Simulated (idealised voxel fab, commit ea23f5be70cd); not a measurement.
process module | voxel air gaps
cross-section cut | 170 nm wide | cells 5 nm
A cross-section is a grid of square cells, given in bands from the top down. A band is one or more rows of cells.
Each band's line starts with the height of the band's top and of its bottom, in nm. Then come its materials from left to right, each with its width in nm. One material with "throughout" fills the band from edge to edge. "air" is empty space.
Height 0 is the level under which the wafer as received is all one material. The lowest band goes on downwards, as in "0 down".
A width such as "30 to 40" changes by the same amount from each row of cells to the next, from the band's top row to its bottom row.
"no change" after a step means that no cell of the cross-section changed.
closed voids: empty space of 8 cells or more with no open way to the top, each as width x height at its distance from the left edge, in nm
after a step's settings: what the simulator itself notes on the step
overlay nm, on a step with a mask: how far to the right of its planned place the mask lay; to the left if negative
plan
1 op RECEIVE | material Si
2 op CONFORMAL_DEP | material SiO2 | thk nm 15
3 op CONFORMAL_DEP | material SiN | thk nm 5
4 op DIRECTIONAL_DEP | material SiO2 | thk nm 40
5 op MASKED_ETCH | tone open | mask id LINES | width nm 25 | pitch nm 50 | etch materials SiO2 | depth nm 40 | overlay nm 0
6 op CONFORMAL_DEP | material TiN | thk nm 5
7 op FILL_DEP | material W | thk nm 5
8 op CMP | height nm 60
9 op EPI | material Ru | thk nm 10
10 op SELECTIVE_ETCH | etch materials SiO2 | depth nm 50
11 op CONFORMAL_DEP | material SiCN | thk nm 5
first wafer, as planned
as received, after step 1
  0 down: Si throughout
  closed voids: none
after step 2
  15 to 0: SiO2 throughout
  below 0: unchanged
after step 3
  20 to 15: SiN throughout
  below 15: unchanged
after step 4
  60 to 20: SiO2 throughout
  below 20: unchanged
after step 5
  60 to 20: SiO2 20 | air 25 | SiO2 25 | air 25 | SiO2 25 | air 25 | SiO2 25
  below 20: unchanged
after step 6
  65 to 60: TiN 25 | air 15 | TiN 35 | air 15 | TiN 35 | air 15 | TiN 30
  60 to 25: SiO2 20 | TiN 5 | air 15 | TiN 5 | SiO2 25 | TiN 5 | air 15 | TiN 5 | SiO2 25 | TiN 5 | air 15 | TiN 5 | SiO2 25
  25 to 20: SiO2 20 | TiN 25 | SiO2 25 | TiN 25 | SiO2 25 | TiN 25 | SiO2 25
  below 20: unchanged
after step 7
  70 to 65: W throughout
  65 to 60: TiN 25 | W 15 | TiN 35 | W 15 | TiN 35 | W 15 | TiN 30
  60 to 25: SiO2 20 | TiN 5 | W 15 | TiN 5 | SiO2 25 | TiN 5 | W 15 | TiN 5 | SiO2 25 | TiN 5 | W 15 | TiN 5 | SiO2 25
  below 25: unchanged
after step 8
  60 to 25: SiO2 20 | TiN 5 | W 15 | TiN 5 | SiO2 25 | TiN 5 | W 15 | TiN 5 | SiO2 25 | TiN 5 | W 15 | TiN 5 | SiO2 25
  below 25: unchanged
after step 9
  70 to 60: air 10 | Ru 45 | air 5 | Ru 45 | air 5 | Ru 45 | air 15
  below 60: unchanged
after step 10
  70 to 60: air 10 | Ru 45 | air 5 | Ru 45 | air 5 | Ru 45 | air 15
  60 to 25: air 20 | TiN 5 | W 15 | TiN 5 | air 25 | TiN 5 | W 15 | TiN 5 | air 25 | TiN 5 | W 15 | TiN 5 | air 25
  25 to 20: air 20 | TiN 25 | air 25 | TiN 25 | air 25 | TiN 25 | air 25
  below 20: unchanged
after step 11
  75 to 70: air 5 | SiCN 155 | air 10
  70 to 60: air 5 | SiCN 5 | Ru 45 | SiCN 5 | Ru 45 | SiCN 5 | Ru 45 | SiCN 5 | air 10
  60 to 55: air 5 | SiCN 15 | TiN 5 | W 15 | TiN 5 | SiCN 25 | TiN 5 | W 15 | TiN 5 | SiCN 25 | TiN 5 | W 15 | TiN 5 | SiCN 15 | air 10
  55 to 25: air 15 | SiCN 5 | TiN 5 | W 15 | TiN 5 | SiCN 5 | air 15 | SiCN 5 | TiN 5 | W 15 | TiN 5 | SiCN 5 | air 15 | SiCN 5 | TiN 5 | W 15 | TiN 5 | SiCN 5 | air 20
  25 to 20: SiCN 20 | TiN 25 | SiCN 25 | TiN 25 | SiCN 25 | TiN 25 | SiCN 25
  below 20: unchanged
  closed voids: 15 x 30 at 50; 15 x 30 at 100
second wafer: like start, like plan, one mistake. Through step 4 it matches the first wafer
when step 5 should have ended
  60 to 20: SiO2 30 | air 25 | SiO2 25 | air 25 | SiO2 25 | air 25 | SiO2 15
  below 20: unchanged
when step 6 should have ended
  65 to 60: TiN 35 | air 15 | TiN 35 | air 15 | TiN 35 | air 15 | TiN 20
  60 to 25: SiO2 30 | TiN 5 | air 15 | TiN 5 | SiO2 25 | TiN 5 | air 15 | TiN 5 | SiO2 25 | TiN 5 | air 15 | TiN 5 | SiO2 15
  25 to 20: SiO2 30 | TiN 25 | SiO2 25 | TiN 25 | SiO2 25 | TiN 25 | SiO2 15
  below 20: unchanged
when step 7 should have ended
  70 to 65: W throughout
  65 to 60: TiN 35 | W 15 | TiN 35 | W 15 | TiN 35 | W 15 | TiN 20
  60 to 25: SiO2 30 | TiN 5 | W 15 | TiN 5 | SiO2 25 | TiN 5 | W 15 | TiN 5 | SiO2 25 | TiN 5 | W 15 | TiN 5 | SiO2 15
  below 25: unchanged
when step 8 should have ended
  60 to 25: SiO2 30 | TiN 5 | W 15 | TiN 5 | SiO2 25 | TiN 5 | W 15 | TiN 5 | SiO2 25 | TiN 5 | W 15 | TiN 5 | SiO2 15
  below 25: unchanged
when step 9 should have ended
  70 to 60: air 20 | Ru 45 | air 5 | Ru 45 | air 5 | Ru 45 | air 5
  below 60: unchanged
when step 10 should have ended
  70 to 60: air 20 | Ru 45 | air 5 | Ru 45 | air 5 | Ru 45 | air 5
  60 to 25: air 30 | TiN 5 | W 15 | TiN 5 | air 25 | TiN 5 | W 15 | TiN 5 | air 25 | TiN 5 | W 15 | TiN 5 | air 15
  25 to 20: air 30 | TiN 25 | air 25 | TiN 25 | air 25 | TiN 25 | air 15
  below 20: unchanged
when step 11 should have ended
  75 to 70: air 15 | SiCN 155
  70 to 60: air 15 | SiCN 5 | Ru 45 | SiCN 5 | Ru 45 | SiCN 5 | Ru 45 | SiCN 5
  60 to 55: air 15 | SiCN 15 | TiN 5 | W 15 | TiN 5 | SiCN 25 | TiN 5 | W 15 | TiN 5 | SiCN 25 | TiN 5 | W 15 | TiN 5 | SiCN 15
  55 to 25: air 25 | SiCN 5 | TiN 5 | W 15 | TiN 5 | SiCN 5 | air 15 | SiCN 5 | TiN 5 | W 15 | TiN 5 | SiCN 5 | air 15 | SiCN 5 | TiN 5 | W 15 | TiN 5 | SiCN 5 | air 10
  25 to 20: SiCN 30 | TiN 25 | SiCN 25 | TiN 25 | SiCN 25 | TiN 25 | SiCN 15
  below 20: unchanged
  closed voids: 15 x 30 at 60; 15 x 30 at 110; 10 x 30 at 160
what went wrong: step 5 ran as: op MASKED_ETCH | tone open | mask id LINES | width nm 25 | pitch nm 50 | etch materials SiO2 | depth nm 40 | overlay nm 10
at the end the second wafer has, in cells: as many of each material as the first, in other places
closed voids at the end (first wafer, second wafer): 2, 3
